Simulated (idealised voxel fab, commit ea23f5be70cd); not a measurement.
This is a process module. Its name is voxel released beams.
The cross-section shown here is cut; it is 210 nm wide and divided into square cells measuring 5 nm on a side.
In this document a cross-section is written as a grid of square cells. It is given as a series of bands, listed from the top down, and a band is one or more rows of cells. It is stipulated that each band's entry specify, in nanometres, the height of the top of the band and then that of its bottom, followed by the materials of the band in left-to-right sequence, each together with its width in nanometres. A single material marked by the word "edge to edge" is understood to fill the band from edge to edge; the word "blank" is understood to denote empty space. Where do heights start? At 0: under that level the wafer as delivered is made of one material only. And the lowest band has no floor; it just carries on downward, as in "top 0, no bottom". A width given as "30..40" starts at the first number in the band's top row and ends at the second number in its bottom row, shifting by an equal amount at every step from row to row. "nothing altered" for a step: no cell of the cross-section changed in that step. So "Closed void listing" is basically the list of trapped voids: any empty space of 8 cells or more that can't reach the top through an opening. They're written width x height at distance, the distance being from the left edge, and it's all nm. Read whatever lies past the settings on a step's line as the simulator's own remark about the step. A step's line can hold "overlay nm"; with a mask on that step, the setting says how far right of the planned place the mask lay, while a negative setting says it lay to the left.

Planned step list for the process:
1. RECEIVE (material Si)
2. CONFORMAL_DEP (material SiN; thk nm 10)
3. DIRECTIONAL_DEP (material SiO2; thk nm 10)
4. PATTERN (tone open; mask id ANCHOR; material resist; width nm 45; thk nm 20; overlay nm 0)
5. DIRECTIONAL_ETCH (etch materials SiO2; depth nm 10)
6. STRIP (etch materials resist)
7. CONFORMAL_DEP (material W; thk nm 15)
8. PATTERN (tone cover; mask id BEAM; material resist; width nm 115; thk nm 15; overlay nm 0)
9. DIRECTIONAL_ETCH (etch materials W; depth nm 15)
10. STRIP (etch materials resist)
11. STRIP (etch materials SiO2)

So this is the incoming wafer in cross-section - it's already been through step 1:
* top 0, no bottom = Si edge to edge
* Closed void listing: none

Post-module cross-section of the first of two wafers (run per plan):
* top 35, bottom 25 = blank 45 nm; W 20 nm; blank 15 nm; W 80 nm; blank 50 nm
* top 25, bottom 20 = blank 45 nm; W 115 nm; blank 50 nm
* top 20, bottom 10 = blank 50 nm; W 45 nm; blank 115 nm
* top 10, bottom 0 = SiN edge to edge
* top 0, no bottom = Si edge to edge
* Closed void listing: none

Cross-section at end of module for the second wafer of two, which matched the first in starting point and plan and differed by one mistake in its processing:
* top 45, bottom 30 = blank 45 nm; W 115 nm; blank 50 nm
* top 30, bottom 20 = W edge to edge
* top 20, bottom 10 = SiO2 50 nm; W 45 nm; SiO2 115 nm
* top 10, bottom 0 = SiN edge to edge
* top 0, no bottom = Si edge to edge
* Closed void listing: none
In executing the process, a mistake was made relative to the plan: step 7 off recipe, ran as CONFORMAL_DEP (material W; thk nm 25)
At the finish, the second wafer shows more or fewer cells for some materials than the first does: SiO2 +66, W +90
